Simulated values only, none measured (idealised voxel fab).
Herein follows the process module entitled voxel self aligned vias.
Pictured: cross-section cut, 245 nm wide, on a grid of 5 nm square cells.
In what follows, cross-sections appear as grids of square cells, described through bands that run from the top down, where every band is one or more rows of cells. Heights first: top, then bottom, in nm. Then materials, left to right, each with a width in nm. "throughout" on a single material: fills the band edge to edge. "air": empty space. Ref level 0: as-received wafer is one material below here. Bottom band extends down with no lower bound ("from 0 down"). The width entry "30..40" should be interpreted row by row: the top row of cells in the band takes the first number, the bottom row takes the second number, and the change between adjacent rows is uniform throughout. The cross-section has no changed cell in any step marked "remained unchanged". The entry titled "Listed closed voids" provides the empty spaces that have no open way to the top, restricted to those of 8 cells or more. Each is presented as width x height at distance, the distance being measured from the left edge, with all three in nm. Read whatever lies past the settings on a step's line as the simulator's own remark about the step. "overlay nm", when on a step's line for a step with a mask, measures how far to the right of its planned place the mask lay; a negative measure means to the left.

List of planned process steps:
step 1: RECEIVE [material Si]
step 2: CONFORMAL_DEP [material SiO2] [thk nm 15]
step 3: CONFORMAL_DEP [material SiCN] [thk nm 5]
step 4: DIRECTIONAL_DEP [material lowk] [thk nm 25]
step 5: DIRECTIONAL_DEP [material aC] [thk nm 15]
step 6: PATTERN [tone open] [mask id LINES] [material resist] [width nm 20] [pitch nm 70] [thk nm 30] [overlay nm 0]
step 7: DIRECTIONAL_ETCH [etch materials aC] [depth nm 15]
step 8: STRIP [etch materials resist]
step 9: DIRECTIONAL_ETCH [etch materials lowk] [depth nm 25]
step 10: STRIP [etch materials aC]
step 11: CONFORMAL_DEP [material TiN] [thk nm 5]
step 12: FILL_DEP [material W] [thk nm 10]
step 13: CMP [height nm 45]
step 14: SELECTIVE_ETCH [etch materials W Ru TiN] [depth nm 10]
step 15: FILL_DEP [material SiN] [thk nm 5]
step 16: CMP [height nm 45]
step 17: DIRECTIONAL_DEP [material lowk] [thk nm 20]
step 18: DIRECTIONAL_DEP [material aC] [thk nm 15]
step 19: PATTERN [tone open] [mask id VIAS] [material resist] [width nm 40] [pitch nm 70] [thk nm 35] [overlay nm 0]
step 20: DIRECTIONAL_ETCH [etch materials aC] [depth nm 15]
step 21: STRIP [etch materials resist]
step 22: DIRECTIONAL_ETCH [etch materials lowk] [depth nm 20]
step 23: DIRECTIONAL_ETCH [etch materials SiN] [depth nm 10]
step 24: STRIP [etch materials aC]
step 25: CONFORMAL_DEP [material TiN] [thk nm 5]
step 26: FILL_DEP [material Cu] [thk nm 5]
step 27: CMP [height nm 65]
step 28: CONFORMAL_DEP [material SiCN] [thk nm 5]

Delivered wafer in cross-section: state after step 1:
from 0 down: Si throughout
Listed closed voids: none

Cross-sectional image of the first of two wafers at the end of the module, the run having proceeded as planned:
from 70 to 65: SiCN throughout
from 65 to 50: lowk 30; TiN 5; Cu 30; TiN 5; lowk 30; TiN 5; Cu 30; TiN 5; lowk 30; TiN 5; Cu 30; TiN 5; lowk 35
from 50 to 40: lowk 30..40; TiN 15..5; Cu 10; TiN 15..5; lowk 30..50; TiN 15..5; Cu 10; TiN 15..5; lowk 30..50; TiN 15..5; Cu 10; TiN 15..5; lowk 35..45
from 40 to 35: lowk 40; TiN 20; lowk 50; TiN 20; lowk 50; TiN 20; lowk 45
from 35 to 25: lowk 40; TiN 5; W 10; TiN 5; lowk 50; TiN 5; W 10; TiN 5; lowk 50; TiN 5; W 10; TiN 5; lowk 45
from 25 to 20: lowk 40; TiN 20; lowk 50; TiN 20; lowk 50; TiN 20; lowk 45
from 20 to 15: SiCN throughout
from 15 to 0: SiO2 throughout
from 0 down: Si throughout
Listed closed voids: none

Cross-section of the latter of the two wafers at module completion. It had an identical start and an identical plan to the former; in running it, one mistake was made:
from 70 to 65: SiCN throughout
from 65 to 50: lowk 30; TiN 5; Cu 30; TiN 5; lowk 30; TiN 5; Cu 30; TiN 5; lowk 30; TiN 5; Cu 30; TiN 5; lowk 35
from 50 to 45: lowk 30; TiN 40; lowk 30; TiN 40; lowk 30; TiN 40; lowk 35
from 45 to 35: SiN 30; TiN 10; lowk 20; TiN 10; SiN 30; TiN 10; lowk 20; TiN 10; SiN 30; TiN 10; lowk 20; TiN 10; SiN 35
from 35 to 25: W 35; TiN 5; lowk 20; TiN 5; W 40; TiN 5; lowk 20; TiN 5; W 40; TiN 5; lowk 20; TiN 5; W 40
from 25 to 20: TiN 40; lowk 20; TiN 50; lowk 20; TiN 50; lowk 20; TiN 45
from 20 to 15: SiCN throughout
from 15 to 0: SiO2 throughout
from 0 down: Si throughout
Listed closed voids: none
Here's what went sideways: step 6 ran as: PATTERN [tone cover] [mask id LINES] [material resist] [width nm 20] [pitch nm 70] [thk nm 30] [overlay nm 0]
Wrapping up, a cell-based count of both wafers puts the second over or under the first for these materials: -12 Cu; +50 SiN; +37 TiN; +50 W; -125 lowk
